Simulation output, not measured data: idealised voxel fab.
This is a process module. Its name is voxel trench capacitor.
The figure presents cross-section cut, which has a width of 240 nm and is divided into square cells with an edge length of 5 nm.
For the purposes of this document, a cross-section shall be understood as a grid of square cells, specified as bands listed in top-to-bottom order, each band consisting of one or more rows of cells. Top height, bottom height, nm. Materials left to right, width each, nm. Single material + "throughout" = fills band edge to edge. "empty" = empty. Heights from 0 (as-received wafer is one material below). Bottom band endless downward, as "0 and below". A width such as "30..40" changes by the same amount from each row of cells to the next, from the band's top row to its bottom row. Basically "no alteration" means that step didn't change any cell in the cross-section. "Enclosed void catalog" lists enclosed empty spaces (at least 8 cells, no open path upward to the top), each as width x height at distance from the left edge, in nm. Anything after a step's settings on that line? It's the simulator's own note about the step. The setting "overlay nm" may be written on the line of a step. When the step uses a mask, the value reports how far to the right of the planned place the mask lay, and a negative value reports that it lay to the left.

Steps planned for the process:
1: RECEIVE | material Si
2: CONFORMAL_DEP | material SiN | thk nm 10
3: PATTERN | tone open | mask id TRENCH | material resist | width nm 25 | pitch nm 50 | thk nm 15 | overlay nm 0
4: DIRECTIONAL_ETCH | etch materials SiN | depth nm 10
5: DIRECTIONAL_ETCH | etch materials Si | depth nm 40
6: STRIP | etch materials resist
7: CONFORMAL_DEP | material HfO2 | thk nm 5
8: CONFORMAL_DEP | material TiN | thk nm 5
9: FILL_DEP | material W | thk nm 5
10: CMP | height nm 10

as received, after step 1:
	0 and below: Si throughout
	Enclosed void catalog: none

First of two wafers: cross-section at end of module, run per plan:
	10 down to 0: 55 SiN  5 HfO2  5 TiN  5 W  5 TiN  5 HfO2  25 SiN  5 HfO2  5 TiN  5 W  5 TiN  5 HfO2  25 SiN  5 HfO2  5 TiN  5 W  5 TiN  5 HfO2  60 SiN
	0 down to -30: 55 Si  5 HfO2  5 TiN  5 W  5 TiN  5 HfO2  25 Si  5 HfO2  5 TiN  5 W  5 TiN  5 HfO2  25 Si  5 HfO2  5 TiN  5 W  5 TiN  5 HfO2  60 Si
	-30 down to -35: 55 Si  5 HfO2  15 TiN  5 HfO2  25 Si  5 HfO2  15 TiN  5 HfO2  25 Si  5 HfO2  15 TiN  5 HfO2  60 Si
	-35 down to -40: 55 Si  25 HfO2  25 Si  25 HfO2  25 Si  25 HfO2  60 Si
	-40 and below: Si throughout
	Enclosed void catalog: none

Here's the second of our two wafers sectioned at module end. Same start as the first, same plan, but one mistake got made running it:
	10 down to 0: 45 W  5 TiN  5 HfO2  25 SiN  5 HfO2  5 TiN  5 W  5 TiN  5 HfO2  25 SiN  5 HfO2  5 TiN  5 W  5 TiN  5 HfO2  25 SiN  5 HfO2  5 TiN  50 W
	0 down to -30: 45 W  5 TiN  5 HfO2  25 Si  5 HfO2  5 TiN  5 W  5 TiN  5 HfO2  25 Si  5 HfO2  5 TiN  5 W  5 TiN  5 HfO2  25 Si  5 HfO2  5 TiN  50 W
	-30 down to -35: 50 TiN  5 HfO2  25 Si  5 HfO2  15 TiN  5 HfO2  25 Si  5 HfO2  15 TiN  5 HfO2  25 Si  5 HfO2  55 TiN
	-35 down to -40: 55 HfO2  25 Si  25 HfO2  25 Si  25 HfO2  25 Si  60 HfO2
	-40 and below: Si throughout
	Enclosed void catalog: none
The mistake made against the process plan was this: step 3 ran differently from the plan; actual operation with settings: PATTERN | tone cover | mask id TRENCH | material resist | width nm 25 | pitch nm 50 | thk nm 15 | overlay nm 0
The closing comparison, in cells, has the second wafer with more or fewer of some materials than the first: 18 more of HfO2; 144 fewer of Si; 36 fewer of SiN; 18 more of TiN; 144 more of W
